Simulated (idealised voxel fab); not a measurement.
process module | voxel capacitor over wiring
cross-section cut | 300 nm wide | cells 5 nm
A cross-section is a grid of square cells, given in bands from the top down. A band is one or more rows of cells.
Each band's line starts with the height of the band's top and of its bottom, in nm. Then come its materials from left to right, each with its width in nm. One material with "throughout" fills the band from edge to edge. "air" is empty space.
Height 0 is the level under which the wafer as received is all one material. The lowest band goes on downwards, as in "0 down".
A width such as "30 to 40" changes by the same amount from each row of cells to the next, from the band's top row to its bottom row.
"no change" after a step means that no cell of the cross-section changed.
closed voids: empty space of 8 cells or more with no open way to the top, each as width x height at its distance from the left edge, in nm
after a step's settings: what the simulator itself notes on the step
overlay nm, on a step with a mask: how far to the right of its planned place the mask lay; to the left if negative
plan
1 op RECEIVE | material Si
2 op CONFORMAL_DEP | material SiO2 | thk nm 10
3 op CONFORMAL_DEP | material SiN | thk nm 5
4 op DIRECTIONAL_DEP | material SiO2 | thk nm 20
5 op DIRECTIONAL_DEP | material aC | thk nm 10
6 op PATTERN | tone open | mask id METAL_1 | material resist | width nm 20 | pitch nm 75 | thk nm 30 | overlay nm 0
7 op DIRECTIONAL_ETCH | etch materials aC | depth nm 10
8 op STRIP | etch materials resist
9 op DIRECTIONAL_ETCH | etch materials SiO2 | depth nm 20
10 op DIRECTIONAL_ETCH | etch materials SiN | depth nm 5
11 op STRIP | etch materials aC
12 op CONFORMAL_DEP | material TiN | thk nm 5
13 op FILL_DEP | material Cu | thk nm 10
14 op CMP | height nm 35
15 op CONFORMAL_DEP | material SiCN | thk nm 5
16 op DIRECTIONAL_DEP | material lowk | thk nm 10
17 op DIRECTIONAL_DEP | material aC | thk nm 10
18 op PATTERN | tone open | mask id PLUG_1 | material resist | width nm 15 | thk nm 30 | overlay nm 0
19 op DIRECTIONAL_ETCH | etch materials aC | depth nm 10
20 op STRIP | etch materials resist
21 op DIRECTIONAL_ETCH | etch materials lowk | depth nm 10
22 op DIRECTIONAL_ETCH | etch materials SiCN | depth nm 5
23 op STRIP | etch materials aC
24 op CONFORMAL_DEP | material TiN | thk nm 5
25 op FILL_DEP | material W | thk nm 10
26 op CMP | height nm 50
27 op DIRECTIONAL_DEP | material TiN | thk nm 10
28 op DIRECTIONAL_DEP | material Al2O3 | thk nm 5
29 op DIRECTIONAL_DEP | material TiN | thk nm 10
30 op MASKED_ETCH | tone cover | mask id UPPER_PLATE | width nm 60 | etch materials TiN | depth nm 10 | overlay nm 0
31 op MASKED_ETCH | tone cover | mask id UPPER_PLATE | width nm 60 | etch materials Al2O3 | depth nm 5 | overlay nm 0
32 op MASKED_ETCH | tone cover | mask id LOWER_PLATE | width nm 70 | etch materials TiN | depth nm 10 | overlay nm 0
33 op FILL_DEP | material SiO2 | thk nm 15
34 op CMP | height nm 85
35 op MASKED_ETCH | tone open | mask id PLUG_2 | width nm 15 | etch materials SiO2 | depth nm 10 | overlay nm 0
36 op CONFORMAL_DEP | material TiN | thk nm 5
37 op FILL_DEP | material Cu | thk nm 10
38 op CMP | height nm 85
39 op CONFORMAL_DEP | material SiN | thk nm 5
as received, after step 1
  0 down: Si throughout
  closed voids: none
a wafer at the end: this start, this plan, one mistake
  90 to 85: SiN throughout
  85 to 80: SiO2 115 | TiN 5 | Cu 5 | TiN 5 | SiO2 170
  80 to 75: SiO2 115 | TiN 15 | SiO2 170
  75 to 65: SiO2 105 | TiN 60 | SiO2 135
  65 to 60: SiO2 105 | Al2O3 60 | SiO2 135
  60 to 50: SiO2 100 | TiN 70 | SiO2 130
  50 to 45: SiCN 105 | TiN 15 | SiCN 180
  45 to 35: lowk throughout
  35 to 15: SiO2 100 | TiN 5 | Cu 10 | TiN 5 | SiO2 55 | TiN 5 | Cu 10 | TiN 5 | SiO2 105
  15 to 10: SiN 100 | TiN 20 | SiN 55 | TiN 20 | SiN 105
  10 to 0: SiO2 throughout
  0 down: Si throughout
  closed voids: none
what went wrong: steps 15 and 16 were swapped
